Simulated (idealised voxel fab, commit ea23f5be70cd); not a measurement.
Name of the process module below: voxel gate over fins
Cross-sectional view cut (width: 160 nm; square cell size: 5 nm).
We lay out every cross-section as a grid of square cells and spell it out in bands from the top down, where one band means one or more rows of cells. This entry defines a band. It first specifies the height of the band's top and the height of its bottom in nm, and then specifies the band's materials from left to right, stating each material with its width in nm. The word "everywhere" identifies a single material that fills the band from edge to edge, while the word "blank" identifies empty space. A quick word on heights: they are counted from 0, and under that level the wafer as it came to us is one material throughout. The lowest band is different from the rest in having no bottom; it simply continues downward, written as in "0 down". The two numbers in a width such as "30..40" mark its ends across the band: the first belongs to the top row of cells, the second to the bottom row, and from each row to the next the width moves by the same amount. What does "everything unchanged" mean for a step? It means no cell of the cross-section changed in that step. "Closed void listing" lists enclosed empty spaces (at least 8 cells, no open path upward to the top), each as width x height at distance from the left edge, in nm. What comes after the settings on a step's line is commentary from the simulator itself on that step. Each step line may optionally specify "overlay nm", which for a step with a mask gives the rightward distance between the mask's planned place and where it lay, a negative value indicating the leftward direction.
The process steps that were planned are listed below
1,RECEIVE [material Si]
2,CONFORMAL_DEP [material SiN] [thk nm 5]
3,DIRECTIONAL_DEP [material aC] [thk nm 10]
4,PATTERN [tone cover] [mask id FINS] [material resist] [width nm 15] [pitch nm 35] [thk nm 30] [overlay nm 0]
5,DIRECTIONAL_ETCH [etch materials aC] [depth nm 10]
6,STRIP [etch materials resist]
7,DIRECTIONAL_ETCH [etch materials SiN] [depth nm 5]
8,DIRECTIONAL_ETCH [etch materials Si] [depth nm 30]
9,STRIP [etch materials aC]
10,OXIDIZE [depth nm 5]
11,FILL_DEP [material SiO2] [thk nm 10]
12,CMP [height nm 5]
13,SELECTIVE_ETCH [etch materials SiO2] [depth nm 15]
14,STRIP [etch materials SiN]
15,CONFORMAL_DEP [material HfO2] [thk nm 5]
16,CONFORMAL_DEP [material TiN] [thk nm 5]
17,CONFORMAL_DEP [material TiAl] [thk nm 5]
18,CONFORMAL_DEP [material TiN] [thk nm 5]
19,FILL_DEP [material W] [thk nm 10]
20,CMP [height nm 25]
21,CONFORMAL_DEP [material SiCN] [thk nm 5]
The following pertains to the first of two wafers, which was processed as planned
Cross-section of the wafer at receipt, which is the condition after step 1
    0 down  Si everywhere
    Closed void listing: none
Presented here is a cross-section of the wafer after step 2 has been performed
    5 to 0  SiN everywhere
    Heights below 0 show no change.
Presented here is a cross-section of the wafer after step 3 has been performed
    15 to 5  aC everywhere
    Heights below 5 show no change.
Presented here is a cross-section of the wafer after step 4 has been performed
    45 to 15  blank (55), resist (15), blank (20), resist (15), blank (55)
    Heights below 15 show no change.
Presented here is a cross-section of the wafer after step 5 has been performed
    35 to 15  blank (55), resist (15), blank (20), resist (15), blank (55)
    15 to 5  blank (55), aC (15), blank (20), aC (15), blank (55)
    Heights below 5 show no change.
Presented here is a cross-section of the wafer after step 6 has been performed
    15 to 5  blank (55), aC (15), blank (20), aC (15), blank (55)
    Heights below 5 show no change.
Presented here is a cross-section of the wafer after step 7 has been performed
    15 to 5  blank (55), aC (15), blank (20), aC (15), blank (55)
    5 to 0  blank (55), SiN (15), blank (20), SiN (15), blank (55)
    Heights below 0 show no change.
Presented here is a cross-section of the wafer after step 8 has been performed
    15 to 5  blank (55), aC (15), blank (20), aC (15), blank (55)
    5 to 0  blank (55), SiN (15), blank (20), SiN (15), blank (55)
    0 to -30  blank (55), Si (15), blank (20), Si (15), blank (55)
    Heights below -30 show no change.
Presented here is a cross-section of the wafer after step 9 has been performed
    5 to 0  blank (55), SiN (15), blank (20), SiN (15), blank (55)
    Heights below 0 show no change.
Presented here is a cross-section of the wafer after step 10 has been performed
    5 to 0  blank (55), SiN (15), blank (20), SiN (15), blank (55)
    0 to -30  blank (55), SiO2 (5), Si (5), SiO2 (5), blank (20), SiO2 (5), Si (5), SiO2 (5), blank (55)
    -30 to -35  SiO2 (60), Si (5), SiO2 (30), Si (5), SiO2 (60)
    Heights below -35 show no change.
Presented here is a cross-section of the wafer after step 11 has been performed
    15 to 5  SiO2 everywhere
    5 to 0  SiO2 (55), SiN (15), SiO2 (20), SiN (15), SiO2 (55)
    0 to -35  SiO2 (60), Si (5), SiO2 (30), Si (5), SiO2 (60)
    Heights below -35 show no change.
Presented here is a cross-section of the wafer after step 12 has been performed
    5 to 0  SiO2 (55), SiN (15), SiO2 (20), SiN (15), SiO2 (55)
    Heights below 0 show no change.
Presented here is a cross-section of the wafer after step 13 has been performed
    5 to 0  blank (55), SiN (15), blank (20), SiN (15), blank (55)
    0 to -10  blank (60), Si (5), blank (30), Si (5), blank (60)
    Heights below -10 show no change.
Presented here is a cross-section of the wafer after step 14 has been performed
    0 to -10  blank (60), Si (5), blank (30), Si (5), blank (60)
    Heights below -10 show no change.
Presented here is a cross-section of the wafer after step 15 has been performed
    5 to 0  blank (55), HfO2 (15), blank (20), HfO2 (15), blank (55)
    0 to -5  blank (55), HfO2 (5), Si (5), HfO2 (5), blank (20), HfO2 (5), Si (5), HfO2 (5), blank (55)
    -5 to -10  HfO2 (60), Si (5), HfO2 (30), Si (5), HfO2 (60)
    Heights below -10 show no change.
Presented here is a cross-section of the wafer after step 16 has been performed
    10 to 5  blank (50), TiN (25), blank (10), TiN (25), blank (50)
    5 to 0  blank (50), TiN (5), HfO2 (15), TiN (5), blank (10), TiN (5), HfO2 (15), TiN (5), blank (50)
    0 to -5  TiN (55), HfO2 (5), Si (5), HfO2 (5), TiN (20), HfO2 (5), Si (5), HfO2 (5), TiN (55)
    Heights below -5 show no change.
Presented here is a cross-section of the wafer after step 17 has been performed
    15 to 10  blank (45), TiAl (70), blank (45)
    10 to 5  blank (45), TiAl (5), TiN (25), TiAl (10), TiN (25), TiAl (5), blank (45)
    5 to 0  TiAl (50), TiN (5), HfO2 (15), TiN (5), TiAl (10), TiN (5), HfO2 (15), TiN (5), TiAl (50)
    Heights below 0 show no change.
Presented here is a cross-section of the wafer after step 18 has been performed
    20 to 15  blank (40), TiN (80), blank (40)
    15 to 10  blank (40), TiN (5), TiAl (70), TiN (5), blank (40)
    10 to 5  TiN (45), TiAl (5), TiN (25), TiAl (10), TiN (25), TiAl (5), TiN (45)
    Heights below 5 show no change.
Presented here is a cross-section of the wafer after step 19 has been performed
    30 to 20  W everywhere
    20 to 15  W (40), TiN (80), W (40)
    15 to 10  W (40), TiN (5), TiAl (70), TiN (5), W (40)
    Heights below 10 show no change.
Presented here is a cross-section of the wafer after step 20 has been performed
    25 to 20  W everywhere
    Heights below 20 show no change.
Presented here is a cross-section of the wafer after step 21 has been performed
    30 to 25  SiCN everywhere
    Heights below 25 show no change.
Companion wafer, the second of two: same beginning, same intended sequence, one mistake in carrying it out; through step 15 inclusive it tracks the first exactly
Second wafer, section view, time point: scheduled end of step 16
    10 to 5  blank (50), W (25), blank (10), W (25), blank (50)
    5 to 0  blank (50), W (5), HfO2 (15), W (5), blank (10), W (5), HfO2 (15), W (5), blank (50)
    0 to -5  W (55), HfO2 (5), Si (5), HfO2 (5), W (20), HfO2 (5), Si (5), HfO2 (5), W (55)
    Heights below -5 show no change.
Second wafer, section view, time point: scheduled end of step 17
    15 to 10  blank (45), TiAl (70), blank (45)
    10 to 5  blank (45), TiAl (5), W (25), TiAl (10), W (25), TiAl (5), blank (45)
    5 to 0  TiAl (50), W (5), HfO2 (15), W (5), TiAl (10), W (5), HfO2 (15), W (5), TiAl (50)
    Heights below 0 show no change.
Second wafer, section view, time point: scheduled end of step 18
    20 to 15  blank (40), TiN (80), blank (40)
    15 to 10  blank (40), TiN (5), TiAl (70), TiN (5), blank (40)
    10 to 5  TiN (45), TiAl (5), W (25), TiAl (10), W (25), TiAl (5), TiN (45)
    Heights below 5 show no change.
Second wafer, section view, time point: scheduled end of step 19
    30 to 20  W everywhere
    20 to 15  W (40), TiN (80), W (40)
    15 to 10  W (40), TiN (5), TiAl (70), TiN (5), W (40)
    Heights below 10 show no change.
Second wafer, section view, time point: scheduled end of step 20
    25 to 20  W everywhere
    Heights below 20 show no change.
Second wafer, section view, time point: scheduled end of step 21
    30 to 25  SiCN everywhere
    Heights below 25 show no change.
Plan not followed: in deviation from the planned setting, step 16 was conducted as CONFORMAL_DEP [material W] [thk nm 5]
Per the end-of-run cell counts, the second wafer holds more or fewer of some materials than the first: 40 fewer of TiN | 40 more of W
